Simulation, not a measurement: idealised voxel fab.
This is a process module. Its name is voxel self aligned vias.
Each square cell in cross-section cut measures 5 nm, and the section as a whole is 185 nm wide.
For the purposes of this document, a cross-section shall be understood as a grid of square cells, specified as bands listed in top-to-bottom order, each band consisting of one or more rows of cells. For a band, the entry starts with two heights in nm, that of the top and then that of the bottom, and carries on with the band's materials in order from left to right, each alongside its width in nm; the word "full width" beside a single material means it fills the band edge to edge, and "blank" means empty space. Ref level 0: as-received wafer is one material below here. Bottom band extends down with no lower bound ("top 0, no bottom"). Read "30..40" as a graded width: first number on top, second number at the bottom, same change between each pair of neighbouring rows. "same as before" after a step means that no cell of the cross-section changed. "closed voids": empty spaces of 8 cells or more with no open way to the top, each given as width x height at distance, distance from the left edge, all in nm. Where a step's line continues beyond its settings, the continuation is a remark by the simulator itself on that step. If you see "overlay nm" on a step's line and that step has a mask, it's telling you how far right of where it was planned the mask ended up; a negative number means it went left instead.

STEPS PLANNED FOR THE PROCESS
1: RECEIVE,material Si
2: CONFORMAL_DEP,material SiO2,thk nm 15
3: CONFORMAL_DEP,material SiCN,thk nm 5
4: DIRECTIONAL_DEP,material SiO2,thk nm 20
5: DIRECTIONAL_DEP,material aC,thk nm 15
6: PATTERN,tone open,mask id LINES,material resist,width nm 20,pitch nm 70,thk nm 35,overlay nm 0
7: DIRECTIONAL_ETCH,etch materials aC,depth nm 15
8: STRIP,etch materials resist
9: DIRECTIONAL_ETCH,etch materials SiO2,depth nm 20
10: STRIP,etch materials aC
11: CONFORMAL_DEP,material TiN,thk nm 5
12: FILL_DEP,material W,thk nm 5
13: CMP,height nm 40
14: SELECTIVE_ETCH,etch materials W Ru TiN,depth nm 5
15: FILL_DEP,material SiN,thk nm 5
16: CMP,height nm 40
17: DIRECTIONAL_DEP,material SiO2,thk nm 20
18: DIRECTIONAL_DEP,material aC,thk nm 5
19: PATTERN,tone open,mask id VIAS,material resist,width nm 40,thk nm 30,overlay nm 0
20: DIRECTIONAL_ETCH,etch materials aC,depth nm 15
21: STRIP,etch materials resist
22: DIRECTIONAL_ETCH,etch materials SiO2,depth nm 20
23: DIRECTIONAL_ETCH,etch materials SiN,depth nm 5
24: STRIP,etch materials aC
25: CONFORMAL_DEP,material TiN,thk nm 5
26: FILL_DEP,material Cu,thk nm 5
27: CMP,height nm 60
28: CONFORMAL_DEP,material SiCN,thk nm 5
Don't read the plan's thk nm for step 18 as applying to every wafer: that's the first wafer's value, and the wafers differ in it, though they all start identical.

RECEIVED CONDITION OF THE FIRST OF SEVERAL WAFERS, SECTIONED: POST-STEP 1
    top 0, no bottom: Si full width
    closed voids: none

TABULATED BELOW, WAFER BY WAFER, ARE THE END-OF-MODULE RESULTS: FOR EACH MATERIAL, THE NUMBER OF CELLS GAINED (+) OR LOST (-) RELATIVE TO THE AS-RECEIVED STATE, FOLLOWED BY THE CLOSED VOIDS
thk nm 5; +20 Cu; +74 SiCN; +4 SiN; +343 SiO2; +32 TiN; +8 W; closed voids: none
thk nm 10; +20 Cu; +74 SiCN; +4 SiN; +343 SiO2; +32 TiN; +8 W; closed voids: none
thk nm 15; +20 Cu; +74 SiCN; +4 SiN; +343 SiO2; +32 TiN; +8 W; closed voids: none
thk nm 20; +74 SiCN; +8 SiN; +375 SiO2; +16 TiN; +8 W; closed voids: none
thk nm 25; +74 SiCN; +8 SiN; +375 SiO2; +16 TiN; +8 W; closed voids: none
thk nm 30; +74 SiCN; +8 SiN; +375 SiO2; +16 TiN; +8 W; closed voids: none
